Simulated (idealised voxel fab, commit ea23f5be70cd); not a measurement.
process module | voxel capacitor over wiring
cross-section cut | 240 nm wide | cells 5 nm
A cross-section is a grid of square cells, given in bands from the top down. A band is one or more rows of cells.
Each band's line starts with the height of the band's top and of its bottom, in nm. Then come its materials from left to right, each with its width in nm. One material with "throughout" fills the band from edge to edge. "air" is empty space.
Height 0 is the level under which the wafer as received is all one material. The lowest band goes on downwards, as in "0 down".
A width such as "30 to 40" changes by the same amount from each row of cells to the next, from the band's top row to its bottom row.
"no change" after a step means that no cell of the cross-section changed.
closed voids: empty space of 8 cells or more with no open way to the top, each as width x height at its distance from the left edge, in nm
after a step's settings: what the simulator itself notes on the step
overlay nm, on a step with a mask: how far to the right of its planned place the mask lay; to the left if negative
plan
1 op RECEIVE | material Si
2 op CONFORMAL_DEP | material SiO2 | thk nm 15
3 op DIRECTIONAL_DEP | material TiN | thk nm 5
4 op DIRECTIONAL_DEP | material Ru | thk nm 15
5 op DIRECTIONAL_DEP | material aC | thk nm 10
6 op PATTERN | tone cover | mask id METAL_1 | material resist | width nm 25 | pitch nm 75 | thk nm 25 | overlay nm 0
7 op DIRECTIONAL_ETCH | etch materials aC | depth nm 10
8 op STRIP | etch materials resist
9 op DIRECTIONAL_ETCH | etch materials Ru | depth nm 15
10 op DIRECTIONAL_ETCH | etch materials TiN | depth nm 5
11 op STRIP | etch materials aC
12 op FILL_DEP | material SiO2 | thk nm 10
13 op CMP | height nm 35
14 op CONFORMAL_DEP | material SiCN | thk nm 5
15 op DIRECTIONAL_DEP | material SiO2 | thk nm 20
16 op MASKED_ETCH | tone open | mask id PLUG_1 | width nm 15 | etch materials SiO2 | depth nm 20 | overlay nm 0
17 op MASKED_ETCH | tone open | mask id PLUG_1 | width nm 15 | etch materials SiCN | depth nm 5 | overlay nm 0
18 op EPI | material Ru | thk nm 10
19 op EPI | material Ru | thk nm 10
20 op EPI | material Ru | thk nm 5
21 op DIRECTIONAL_DEP | material TiN | thk nm 10
22 op DIRECTIONAL_DEP | material SiN | thk nm 5
23 op DIRECTIONAL_DEP | material TiN | thk nm 10
24 op DIRECTIONAL_DEP | material aC | thk nm 15
25 op PATTERN | tone cover | mask id UPPER_PLATE | material resist | width nm 55 | thk nm 30 | overlay nm 0
26 op DIRECTIONAL_ETCH | etch materials aC | depth nm 15
27 op STRIP | etch materials resist
28 op DIRECTIONAL_ETCH | etch materials TiN | depth nm 10
29 op DIRECTIONAL_ETCH | etch materials SiN | depth nm 5
30 op STRIP | etch materials aC
31 op DIRECTIONAL_DEP | material aC | thk nm 15
32 op PATTERN | tone cover | mask id LOWER_PLATE | material resist | width nm 65 | thk nm 30 | overlay nm 0
33 op DIRECTIONAL_ETCH | etch materials aC | depth nm 15
34 op STRIP | etch materials resist
35 op DIRECTIONAL_ETCH | etch materials TiN | depth nm 10
36 op STRIP | etch materials aC
37 op FILL_DEP | material SiO2 | thk nm 15
38 op CMP | height nm 95
39 op DIRECTIONAL_DEP | material aC | thk nm 10
40 op PATTERN | tone open | mask id PLUG_2 | material resist | width nm 15 | thk nm 30 | overlay nm 0
41 op DIRECTIONAL_ETCH | etch materials aC | depth nm 10
42 op STRIP | etch materials resist
43 op DIRECTIONAL_ETCH | etch materials SiO2 | depth nm 10
44 op STRIP | etch materials aC
45 op CONFORMAL_DEP | material TiN | thk nm 5
46 op FILL_DEP | material Cu | thk nm 5
47 op CMP | height nm 95
48 op CONFORMAL_DEP | material SiN | thk nm 5
first wafer, as planned
as received, after step 1
  0 down: Si throughout
  closed voids: none
after step 2
  15 to 0: SiO2 throughout
  below 0: unchanged
after step 3
  20 to 15: TiN throughout
  below 15: unchanged
after step 4
  35 to 20: Ru throughout
  below 20: unchanged
after step 5
  45 to 35: aC throughout
  below 35: unchanged
after step 6
  70 to 45: air 70 | resist 25 | air 50 | resist 25 | air 70
  below 45: unchanged
after step 7
  60 to 45: air 70 | resist 25 | air 50 | resist 25 | air 70
  45 to 35: air 70 | aC 25 | air 50 | aC 25 | air 70
  below 35: unchanged
after step 8
  45 to 35: air 70 | aC 25 | air 50 | aC 25 | air 70
  below 35: unchanged
after step 9
  45 to 35: air 70 | aC 25 | air 50 | aC 25 | air 70
  35 to 20: air 70 | Ru 25 | air 50 | Ru 25 | air 70
  below 20: unchanged
after step 10
  45 to 35: air 70 | aC 25 | air 50 | aC 25 | air 70
  35 to 20: air 70 | Ru 25 | air 50 | Ru 25 | air 70
  20 to 15: air 70 | TiN 25 | air 50 | TiN 25 | air 70
  below 15: unchanged
after step 11
  35 to 20: air 70 | Ru 25 | air 50 | Ru 25 | air 70
  below 20: unchanged
after step 12
  45 to 35: SiO2 throughout
  35 to 20: SiO2 70 | Ru 25 | SiO2 50 | Ru 25 | SiO2 70
  20 to 15: SiO2 70 | TiN 25 | SiO2 50 | TiN 25 | SiO2 70
  below 15: unchanged
after step 13
  35 to 20: SiO2 70 | Ru 25 | SiO2 50 | Ru 25 | SiO2 70
  below 20: unchanged
after step 14
  40 to 35: SiCN throughout
  below 35: unchanged
after step 15
  60 to 40: SiO2 throughout
  below 40: unchanged
after step 16
  60 to 40: SiO2 80 | air 15 | SiO2 145
  below 40: unchanged
after step 17
  60 to 40: SiO2 80 | air 15 | SiO2 145
  40 to 35: SiCN 80 | air 15 | SiCN 145
  below 35: unchanged
after step 18
  60 to 45: SiO2 80 | air 15 | SiO2 145
  45 to 40: SiO2 80 | Ru 15 | SiO2 145
  40 to 35: SiCN 80 | Ru 15 | SiCN 145
  below 35: unchanged
after step 19
  60 to 55: SiO2 80 | air 15 | SiO2 145
  55 to 40: SiO2 80 | Ru 15 | SiO2 145
  below 40: unchanged
after step 20
  60 to 40: SiO2 80 | Ru 15 | SiO2 145
  below 40: unchanged
after step 21
  70 to 60: TiN throughout
  below 60: unchanged
after step 22
  75 to 70: SiN throughout
  below 70: unchanged
after step 23
  85 to 75: TiN throughout
  below 75: unchanged
after step 24
  100 to 85: aC throughout
  below 85: unchanged
after step 25
  130 to 100: air 80 | resist 55 | air 105
  below 100: unchanged
after step 26
  115 to 100: air 80 | resist 55 | air 105
  100 to 85: air 80 | aC 55 | air 105
  below 85: unchanged
after step 27
  100 to 85: air 80 | aC 55 | air 105
  below 85: unchanged
after step 28
  100 to 85: air 80 | aC 55 | air 105
  85 to 75: air 80 | TiN 55 | air 105
  below 75: unchanged
after step 29
  100 to 85: air 80 | aC 55 | air 105
  85 to 75: air 80 | TiN 55 | air 105
  75 to 70: air 80 | SiN 55 | air 105
  below 70: unchanged
after step 30
  85 to 75: air 80 | TiN 55 | air 105
  below 75: unchanged
after step 31
  100 to 85: air 80 | aC 55 | air 105
  85 to 75: aC 80 | TiN 55 | aC 105
  75 to 70: aC 80 | SiN 55 | aC 105
  below 70: unchanged
after step 32
  130 to 100: air 75 | resist 65 | air 100
  100 to 85: air 75 | resist 5 | aC 55 | resist 5 | air 100
  below 85: unchanged
after step 33
  115 to 100: air 75 | resist 65 | air 100
  100 to 85: air 75 | resist 5 | aC 55 | resist 5 | air 100
  85 to 75: air 75 | aC 5 | TiN 55 | aC 5 | air 100
  75 to 70: air 75 | aC 5 | SiN 55 | aC 5 | air 100
  below 70: unchanged
after step 34
  100 to 85: air 80 | aC 55 | air 105
  below 85: unchanged
after step 35
  100 to 85: air 80 | aC 55 | air 105
  85 to 75: air 75 | aC 5 | TiN 55 | aC 5 | air 100
  75 to 70: air 75 | aC 5 | SiN 55 | aC 5 | air 100
  70 to 60: air 75 | TiN 65 | air 100
  below 60: unchanged
after step 36
  85 to 75: air 80 | TiN 55 | air 105
  75 to 70: air 80 | SiN 55 | air 105
  below 70: unchanged
after step 37
  100 to 85: SiO2 throughout
  85 to 75: SiO2 80 | TiN 55 | SiO2 105
  75 to 70: SiO2 80 | SiN 55 | SiO2 105
  70 to 60: SiO2 75 | TiN 65 | SiO2 100
  below 60: unchanged
after step 38
  95 to 85: SiO2 throughout
  below 85: unchanged
after step 39
  105 to 95: aC throughout
  below 95: unchanged
after step 40
  135 to 105: resist 90 | air 15 | resist 135
  below 105: unchanged
after step 41
  125 to 105: resist 90 | air 15 | resist 135
  105 to 95: aC 90 | air 15 | aC 135
  below 95: unchanged
after step 42
  105 to 95: aC 90 | air 15 | aC 135
  below 95: unchanged
after step 43
  105 to 95: aC 90 | air 15 | aC 135
  95 to 85: SiO2 90 | air 15 | SiO2 135
  below 85: unchanged
after step 44
  95 to 85: SiO2 90 | air 15 | SiO2 135
  below 85: unchanged
after step 45
  100 to 95: TiN 95 | air 5 | TiN 140
  95 to 90: SiO2 90 | TiN 5 | air 5 | TiN 5 | SiO2 135
  90 to 85: SiO2 90 | TiN 15 | SiO2 135
  below 85: unchanged
after step 46
  105 to 100: Cu throughout
  100 to 95: TiN 95 | Cu 5 | TiN 140
  95 to 90: SiO2 90 | TiN 5 | Cu 5 | TiN 5 | SiO2 135
  below 90: unchanged
after step 47
  95 to 90: SiO2 90 | TiN 5 | Cu 5 | TiN 5 | SiO2 135
  below 90: unchanged
after step 48
  100 to 95: SiN throughout
  below 95: unchanged
second wafer: like start, like plan, one mistake. Through step 14 it matches the first wafer
when step 15 should have ended: no change
when step 16 should have ended: no change
when step 17 should have ended
  40 to 35: SiCN 80 | air 15 | SiCN 145
  below 35: unchanged
when step 18 should have ended
  45 to 40: air 75 | Ru 25 | air 140
  40 to 35: SiCN 80 | Ru 15 | SiCN 145
  below 35: unchanged
when step 19 should have ended
  55 to 40: air 65 | Ru 45 | air 130
  below 40: unchanged
when step 20 should have ended
  60 to 40: air 60 | Ru 55 | air 125
  below 40: unchanged
when step 21 should have ended
  70 to 60: air 60 | TiN 55 | air 125
  60 to 50: air 60 | Ru 55 | air 125
  50 to 40: TiN 60 | Ru 55 | TiN 125
  below 40: unchanged
when step 22 should have ended
  75 to 70: air 60 | SiN 55 | air 125
  70 to 60: air 60 | TiN 55 | air 125
  60 to 55: air 60 | Ru 55 | air 125
  55 to 50: SiN 60 | Ru 55 | SiN 125
  below 50: unchanged
when step 23 should have ended
  85 to 75: air 60 | TiN 55 | air 125
  75 to 70: air 60 | SiN 55 | air 125
  70 to 65: air 60 | TiN 55 | air 125
  65 to 60: TiN throughout
  60 to 55: TiN 60 | Ru 55 | TiN 125
  below 55: unchanged
when step 24 should have ended
  100 to 85: air 60 | aC 55 | air 125
  85 to 80: air 60 | TiN 55 | air 125
  80 to 75: aC 60 | TiN 55 | aC 125
  75 to 70: aC 60 | SiN 55 | aC 125
  70 to 65: aC 60 | TiN 55 | aC 125
  below 65: unchanged
when step 25 should have ended
  130 to 100: air 80 | resist 55 | air 105
  100 to 85: air 60 | aC 55 | resist 20 | air 105
  85 to 80: air 60 | TiN 55 | resist 20 | air 105
  below 80: unchanged
when step 26 should have ended
  115 to 100: air 80 | resist 55 | air 105
  100 to 85: air 80 | aC 35 | resist 20 | air 105
  85 to 80: air 60 | TiN 55 | resist 20 | air 105
  80 to 75: air 60 | TiN 55 | aC 20 | air 105
  75 to 70: air 60 | SiN 55 | aC 20 | air 105
  70 to 65: air 60 | TiN 55 | aC 20 | air 105
  below 65: unchanged
when step 27 should have ended
  100 to 85: air 80 | aC 35 | air 125
  85 to 80: air 60 | TiN 55 | air 125
  below 80: unchanged
when step 28 should have ended
  100 to 85: air 80 | aC 35 | air 125
  85 to 80: air 80 | TiN 35 | air 125
  80 to 75: air 80 | TiN 35 | aC 20 | air 105
  75 to 70: air 60 | SiN 55 | aC 20 | air 105
  70 to 65: air 60 | TiN 55 | aC 20 | air 105
  65 to 60: air 60 | TiN 75 | air 105
  60 to 55: air 60 | Ru 55 | TiN 20 | air 105
  below 55: unchanged
when step 29 should have ended
  100 to 85: air 80 | aC 35 | air 125
  85 to 80: air 80 | TiN 35 | air 125
  80 to 75: air 80 | TiN 35 | aC 20 | air 105
  75 to 70: air 80 | SiN 35 | aC 20 | air 105
  70 to 65: air 60 | TiN 55 | aC 20 | air 105
  65 to 60: air 60 | TiN 75 | air 105
  60 to 55: air 60 | Ru 55 | TiN 20 | air 105
  55 to 50: air 60 | Ru 55 | SiN 20 | air 105
  below 50: unchanged
when step 30 should have ended
  85 to 75: air 80 | TiN 35 | air 125
  75 to 70: air 80 | SiN 35 | air 125
  70 to 60: air 60 | TiN 55 to 75 | air 125 to 105
  below 60: unchanged
when step 31 should have ended
  100 to 85: air 80 | aC 35 | air 125
  85 to 80: air 60 | aC 20 | TiN 35 | air 125
  80 to 75: air 60 | aC 20 | TiN 35 | aC 20 | air 105
  75 to 70: air 60 | aC 20 | SiN 35 | aC 20 | air 105
  70 to 65: air 60 | TiN 55 | aC 20 | air 105
  65 to 60: aC 60 | TiN 75 | aC 105
  60 to 55: aC 60 | Ru 55 | TiN 20 | aC 105
  55 to 50: aC 60 | Ru 55 | SiN 20 | aC 105
  below 50: unchanged
when step 32 should have ended
  130 to 100: air 75 | resist 65 | air 100
  100 to 85: air 75 | resist 5 | aC 35 | resist 25 | air 100
  85 to 80: air 60 | aC 20 | TiN 35 | resist 25 | air 100
  80 to 75: air 60 | aC 20 | TiN 35 | aC 20 | resist 5 | air 100
  75 to 70: air 60 | aC 20 | SiN 35 | aC 20 | resist 5 | air 100
  70 to 65: air 60 | TiN 55 | aC 20 | resist 5 | air 100
  below 65: unchanged
when step 33 should have ended
  115 to 100: air 75 | resist 65 | air 100
  100 to 85: air 75 | resist 5 | aC 35 | resist 25 | air 100
  85 to 80: air 75 | aC 5 | TiN 35 | resist 25 | air 100
  80 to 75: air 75 | aC 5 | TiN 35 | aC 20 | resist 5 | air 100
  75 to 70: air 75 | aC 5 | SiN 35 | aC 20 | resist 5 | air 100
  70 to 65: air 60 | TiN 55 | aC 20 | resist 5 | air 100
  65 to 60: air 60 | TiN 75 | aC 5 | air 100
  60 to 55: air 60 | Ru 55 | TiN 20 | aC 5 | air 100
  55 to 50: air 60 | Ru 55 | SiN 20 | aC 5 | air 100
  below 50: unchanged
when step 34 should have ended
  100 to 85: air 80 | aC 35 | air 125
  85 to 80: air 75 | aC 5 | TiN 35 | air 125
  80 to 75: air 75 | aC 5 | TiN 35 | aC 20 | air 105
  75 to 70: air 75 | aC 5 | SiN 35 | aC 20 | air 105
  70 to 60: air 60 | TiN 55 to 75 | aC 20 to 5 | air 105 to 100
  below 60: unchanged
when step 35 should have ended
  100 to 85: air 80 | aC 35 | air 125
  85 to 80: air 75 | aC 5 | TiN 35 | air 125
  80 to 75: air 75 | aC 5 | TiN 35 | aC 20 | air 105
  75 to 70: air 75 | aC 5 | SiN 35 | aC 20 | air 105
  70 to 60: air 75 | TiN 40 to 60 | aC 20 to 5 | air 105 to 100
  60 to 55: air 60 | Ru 55 | TiN 20 | aC 5 | air 100
  55 to 50: air 60 | Ru 55 | SiN 20 | aC 5 | air 100
  50 to 40: air 60 | Ru 55 | TiN 25 | air 100
  below 40: unchanged
when step 36 should have ended
  85 to 75: air 80 | TiN 35 | air 125
  75 to 70: air 80 | SiN 35 | air 125
  70 to 60: air 75 | TiN 40 to 60 | air 125 to 105
  60 to 55: air 60 | Ru 55 | TiN 20 | air 105
  55 to 50: air 60 | Ru 55 | SiN 20 | air 105
  below 50: unchanged
when step 37 should have ended
  100 to 85: SiO2 throughout
  85 to 75: SiO2 80 | TiN 35 | SiO2 125
  75 to 70: SiO2 80 | SiN 35 | SiO2 125
  70 to 60: SiO2 75 | TiN 40 to 60 | SiO2 125 to 105
  60 to 55: SiO2 60 | Ru 55 | TiN 20 | SiO2 105
  55 to 50: SiO2 60 | Ru 55 | SiN 20 | SiO2 105
  50 to 40: SiO2 60 | Ru 55 | TiN 25 | SiO2 100
  below 40: unchanged
when step 38 should have ended
  95 to 85: SiO2 throughout
  below 85: unchanged
when step 39 should have ended
  105 to 95: aC throughout
  below 95: unchanged
when step 40 should have ended
  135 to 105: resist 90 | air 15 | resist 135
  below 105: unchanged
when step 41 should have ended
  125 to 105: resist 90 | air 15 | resist 135
  105 to 95: aC 90 | air 15 | aC 135
  below 95: unchanged
when step 42 should have ended
  105 to 95: aC 90 | air 15 | aC 135
  below 95: unchanged
when step 43 should have ended
  105 to 95: aC 90 | air 15 | aC 135
  95 to 85: SiO2 90 | air 15 | SiO2 135
  below 85: unchanged
when step 44 should have ended
  95 to 85: SiO2 90 | air 15 | SiO2 135
  below 85: unchanged
when step 45 should have ended
  100 to 95: TiN 95 | air 5 | TiN 140
  95 to 90: SiO2 90 | TiN 5 | air 5 | TiN 5 | SiO2 135
  90 to 85: SiO2 90 | TiN 15 | SiO2 135
  below 85: unchanged
when step 46 should have ended
  105 to 100: Cu throughout
  100 to 95: TiN 95 | Cu 5 | TiN 140
  95 to 90: SiO2 90 | TiN 5 | Cu 5 | TiN 5 | SiO2 135
  below 90: unchanged
when step 47 should have ended
  95 to 90: SiO2 90 | TiN 5 | Cu 5 | TiN 5 | SiO2 135
  below 90: unchanged
when step 48 should have ended
  100 to 95: SiN throughout
  below 95: unchanged
what went wrong: step 15 was left out
at the end the second wafer has, in cells: 32 more of Ru | 32 fewer of SiO2
